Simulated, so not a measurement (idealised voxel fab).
process module | voxel wiring stack
cross-section cut | 165 nm wide | cells 5 nm
A cross-section is a grid of square cells, given in bands from the top down. A band is one or more rows of cells.
Each band's line starts with the height of the band's top and of its bottom, in nm. Then come its materials from left to right, each with its width in nm. One material with "throughout" fills the band from edge to edge. "air" is empty space.
Height 0 is the level under which the wafer as received is all one material. The lowest band goes on downwards, as in "0 down".
A width such as "30 to 40" changes by the same amount from each row of cells to the next, from the band's top row to its bottom row.
"no change" after a step means that no cell of the cross-section changed.
closed voids: empty space of 8 cells or more with no open way to the top, each as width x height at its distance from the left edge, in nm
after a step's settings: what the simulator itself notes on the step
overlay nm, on a step with a mask: how far to the right of its planned place the mask lay; to the left if negative
plan
1 op RECEIVE | material Si
2 op CONFORMAL_DEP | material SiO2 | thk nm 15
3 op DIRECTIONAL_DEP | material TiN | thk nm 5
4 op DIRECTIONAL_DEP | material W | thk nm 15
5 op PATTERN | tone cover | mask id METAL_1 | material resist | width nm 30 | pitch nm 50 | thk nm 15 | overlay nm 0
6 op DIRECTIONAL_ETCH | etch materials W | depth nm 15
7 op DIRECTIONAL_ETCH | etch materials TiN | depth nm 5
8 op STRIP | etch materials resist
9 op FILL_DEP | material lowk | thk nm 5
10 op CMP | height nm 35
11 op CONFORMAL_DEP | material SiCN | thk nm 5
12 op DIRECTIONAL_DEP | material SiO2 | thk nm 25
13 op MASKED_ETCH | tone open | mask id METAL_2_HOLES | width nm 15 | pitch nm 50 | etch materials SiO2 | depth nm 25 | overlay nm 0
14 op PATTERN | tone open | mask id METAL_2 | material resist | width nm 30 | pitch nm 50 | thk nm 15 | overlay nm 0
15 op DIRECTIONAL_ETCH | etch materials SiO2 | depth nm 15
16 op DIRECTIONAL_ETCH | etch materials SiCN | depth nm 5
17 op STRIP | etch materials resist
18 op CONFORMAL_DEP | material TiN | thk nm 5
19 op FILL_DEP | material Cu | thk nm 5
20 op CMP | height nm 65
21 op CONFORMAL_DEP | material SiCN | thk nm 5
22 op DIRECTIONAL_DEP | material lowk | thk nm 20
23 op PATTERN | tone open | mask id PLUG_2 | material resist | width nm 15 | pitch nm 50 | thk nm 15 | overlay nm 0
24 op DIRECTIONAL_ETCH | etch materials lowk | depth nm 20
25 op DIRECTIONAL_ETCH | etch materials SiCN | depth nm 5
26 op STRIP | etch materials resist
27 op EPI | material Ru | thk nm 10
28 op EPI | material Ru | thk nm 10
29 op EPI | material Ru | thk nm 5
30 op DIRECTIONAL_DEP | material TiN | thk nm 5
31 op DIRECTIONAL_DEP | material Ru | thk nm 20
32 op MASKED_ETCH | tone cover | mask id METAL_3 | width nm 30 | pitch nm 50 | etch materials Ru | depth nm 20 | overlay nm 0
33 op MASKED_ETCH | tone cover | mask id METAL_3 | width nm 30 | pitch nm 50 | etch materials TiN | depth nm 5 | overlay nm 0
34 op FILL_DEP | material SiO2 | thk nm 5
35 op CMP | height nm 115
36 op CONFORMAL_DEP | material SiCN | thk nm 5
first wafer, as planned
as received, after step 1
  0 down: Si throughout
  closed voids: none
after step 2
  15 to 0: SiO2 throughout
  below 0: unchanged
after step 3
  20 to 15: TiN throughout
  below 15: unchanged
after step 4
  35 to 20: W throughout
  below 20: unchanged
after step 5
  50 to 35: air 40 | resist 30 | air 20 | resist 30 | air 45
  below 35: unchanged
after step 6
  50 to 35: air 40 | resist 30 | air 20 | resist 30 | air 45
  35 to 20: air 40 | W 30 | air 20 | W 30 | air 45
  below 20: unchanged
after step 7
  50 to 35: air 40 | resist 30 | air 20 | resist 30 | air 45
  35 to 20: air 40 | W 30 | air 20 | W 30 | air 45
  20 to 15: air 40 | TiN 30 | air 20 | TiN 30 | air 45
  below 15: unchanged
after step 8
  35 to 20: air 40 | W 30 | air 20 | W 30 | air 45
  below 20: unchanged
after step 9
  40 to 35: lowk throughout
  35 to 20: lowk 40 | W 30 | lowk 20 | W 30 | lowk 45
  20 to 15: lowk 40 | TiN 30 | lowk 20 | TiN 30 | lowk 45
  below 15: unchanged
after step 10
  35 to 20: lowk 40 | W 30 | lowk 20 | W 30 | lowk 45
  below 20: unchanged
after step 11
  40 to 35: SiCN throughout
  below 35: unchanged
after step 12
  65 to 40: SiO2 throughout
  below 40: unchanged
after step 13
  65 to 40: SiO2 40 | air 15 | SiO2 35 | air 15 | SiO2 60
  below 40: unchanged
after step 14
  80 to 65: resist 40 | air 30 | resist 20 | air 30 | resist 45
  below 65: unchanged
after step 15
  80 to 65: resist 40 | air 30 | resist 20 | air 30 | resist 45
  65 to 50: SiO2 40 | air 30 | SiO2 20 | air 30 | SiO2 45
  below 50: unchanged
after step 16
  80 to 65: resist 40 | air 30 | resist 20 | air 30 | resist 45
  65 to 50: SiO2 40 | air 30 | SiO2 20 | air 30 | SiO2 45
  50 to 40: SiO2 40 | air 15 | SiO2 35 | air 15 | SiO2 60
  40 to 35: SiCN 40 | air 15 | SiCN 35 | air 15 | SiCN 60
  below 35: unchanged
after step 17
  65 to 50: SiO2 40 | air 30 | SiO2 20 | air 30 | SiO2 45
  below 50: unchanged
after step 18
  70 to 65: TiN 45 | air 20 | TiN 30 | air 20 | TiN 50
  65 to 55: SiO2 40 | TiN 5 | air 20 | TiN 5 | SiO2 20 | TiN 5 | air 20 | TiN 5 | SiO2 45
  55 to 50: SiO2 40 | TiN 5 | air 5 | TiN 20 | SiO2 20 | TiN 5 | air 5 | TiN 20 | SiO2 45
  50 to 40: SiO2 40 | TiN 5 | air 5 | TiN 5 | SiO2 35 | TiN 5 | air 5 | TiN 5 | SiO2 60
  40 to 35: SiCN 40 | TiN 15 | SiCN 35 | TiN 15 | SiCN 60
  below 35: unchanged
after step 19
  75 to 70: Cu throughout
  70 to 65: TiN 45 | Cu 20 | TiN 30 | Cu 20 | TiN 50
  65 to 55: SiO2 40 | TiN 5 | Cu 20 | TiN 5 | SiO2 20 | TiN 5 | Cu 20 | TiN 5 | SiO2 45
  55 to 50: SiO2 40 | TiN 5 | Cu 5 | TiN 20 | SiO2 20 | TiN 5 | Cu 5 | TiN 20 | SiO2 45
  50 to 40: SiO2 40 | TiN 5 | Cu 5 | TiN 5 | SiO2 35 | TiN 5 | Cu 5 | TiN 5 | SiO2 60
  below 40: unchanged
after step 20
  65 to 55: SiO2 40 | TiN 5 | Cu 20 | TiN 5 | SiO2 20 | TiN 5 | Cu 20 | TiN 5 | SiO2 45
  below 55: unchanged
after step 21
  70 to 65: SiCN throughout
  below 65: unchanged
after step 22
  90 to 70: lowk throughout
  below 70: unchanged
after step 23
  105 to 90: resist 40 | air 15 | resist 35 | air 15 | resist 60
  below 90: unchanged
after step 24
  105 to 90: resist 40 | air 15 | resist 35 | air 15 | resist 60
  90 to 70: lowk 40 | air 15 | lowk 35 | air 15 | lowk 60
  below 70: unchanged
after step 25
  105 to 90: resist 40 | air 15 | resist 35 | air 15 | resist 60
  90 to 70: lowk 40 | air 15 | lowk 35 | air 15 | lowk 60
  70 to 65: SiCN 40 | air 15 | SiCN 35 | air 15 | SiCN 60
  below 65: unchanged
after step 26
  90 to 70: lowk 40 | air 15 | lowk 35 | air 15 | lowk 60
  below 70: unchanged
after step 27
  90 to 75: lowk 40 | air 15 | lowk 35 | air 15 | lowk 60
  75 to 70: lowk 40 | Ru 15 | lowk 35 | Ru 15 | lowk 60
  70 to 65: SiCN 40 | Ru 15 | SiCN 35 | Ru 15 | SiCN 60
  below 65: unchanged
after step 28
  90 to 85: lowk 40 | air 15 | lowk 35 | air 15 | lowk 60
  85 to 70: lowk 40 | Ru 15 | lowk 35 | Ru 15 | lowk 60
  below 70: unchanged
after step 29
  90 to 70: lowk 40 | Ru 15 | lowk 35 | Ru 15 | lowk 60
  below 70: unchanged
after step 30
  95 to 90: TiN throughout
  below 90: unchanged
after step 31
  115 to 95: Ru throughout
  below 95: unchanged
after step 32
  115 to 95: air 40 | Ru 30 | air 20 | Ru 30 | air 45
  below 95: unchanged
after step 33
  115 to 95: air 40 | Ru 30 | air 20 | Ru 30 | air 45
  95 to 90: air 40 | TiN 30 | air 20 | TiN 30 | air 45
  below 90: unchanged
after step 34
  120 to 115: SiO2 throughout
  115 to 95: SiO2 40 | Ru 30 | SiO2 20 | Ru 30 | SiO2 45
  95 to 90: SiO2 40 | TiN 30 | SiO2 20 | TiN 30 | SiO2 45
  below 90: unchanged
after step 35
  115 to 95: SiO2 40 | Ru 30 | SiO2 20 | Ru 30 | SiO2 45
  below 95: unchanged
after step 36
  120 to 115: SiCN throughout
  below 115: unchanged
second wafer: like start, like plan, one mistake. Through step 26 it matches the first wafer
when step 28 should have ended
  90 to 75: lowk 40 | air 15 | lowk 35 | air 15 | lowk 60
  75 to 70: lowk 40 | Ru 15 | lowk 35 | Ru 15 | lowk 60
  70 to 65: SiCN 40 | Ru 15 | SiCN 35 | Ru 15 | SiCN 60
  below 65: unchanged
when step 29 should have ended
  90 to 80: lowk 40 | air 15 | lowk 35 | air 15 | lowk 60
  80 to 70: lowk 40 | Ru 15 | lowk 35 | Ru 15 | lowk 60
  below 70: unchanged
when step 30 should have ended
  95 to 90: TiN 40 | air 15 | TiN 35 | air 15 | TiN 60
  90 to 85: lowk 40 | air 15 | lowk 35 | air 15 | lowk 60
  85 to 80: lowk 40 | TiN 15 | lowk 35 | TiN 15 | lowk 60
  below 80: unchanged
when step 31 should have ended
  115 to 105: Ru 40 | air 15 | Ru 35 | air 15 | Ru 60
  105 to 95: Ru throughout
  95 to 90: TiN 40 | Ru 15 | TiN 35 | Ru 15 | TiN 60
  90 to 85: lowk 40 | Ru 15 | lowk 35 | Ru 15 | lowk 60
  below 85: unchanged
when step 32 should have ended
  115 to 105: air 55 | Ru 15 | air 35 | Ru 15 | air 45
  105 to 95: air 40 | Ru 30 | air 20 | Ru 30 | air 45
  below 95: unchanged
when step 33 should have ended
  115 to 105: air 55 | Ru 15 | air 35 | Ru 15 | air 45
  105 to 95: air 40 | Ru 30 | air 20 | Ru 30 | air 45
  95 to 90: air 40 | Ru 15 | TiN 15 | air 20 | Ru 15 | TiN 15 | air 45
  below 90: unchanged
when step 34 should have ended
  120 to 115: SiO2 throughout
  115 to 105: SiO2 55 | Ru 15 | SiO2 35 | Ru 15 | SiO2 45
  105 to 95: SiO2 40 | Ru 30 | SiO2 20 | Ru 30 | SiO2 45
  95 to 90: SiO2 40 | Ru 15 | TiN 15 | SiO2 20 | Ru 15 | TiN 15 | SiO2 45
  below 90: unchanged
when step 35 should have ended
  115 to 105: SiO2 55 | Ru 15 | SiO2 35 | Ru 15 | SiO2 45
  below 105: unchanged
when step 36 should have ended
  120 to 115: SiCN throughout
  below 115: unchanged
what went wrong: one of the steps 27 and 28, which are alike, was left out
at the end the second wafer has, in cells: 12 fewer of Ru | 12 more of SiO2
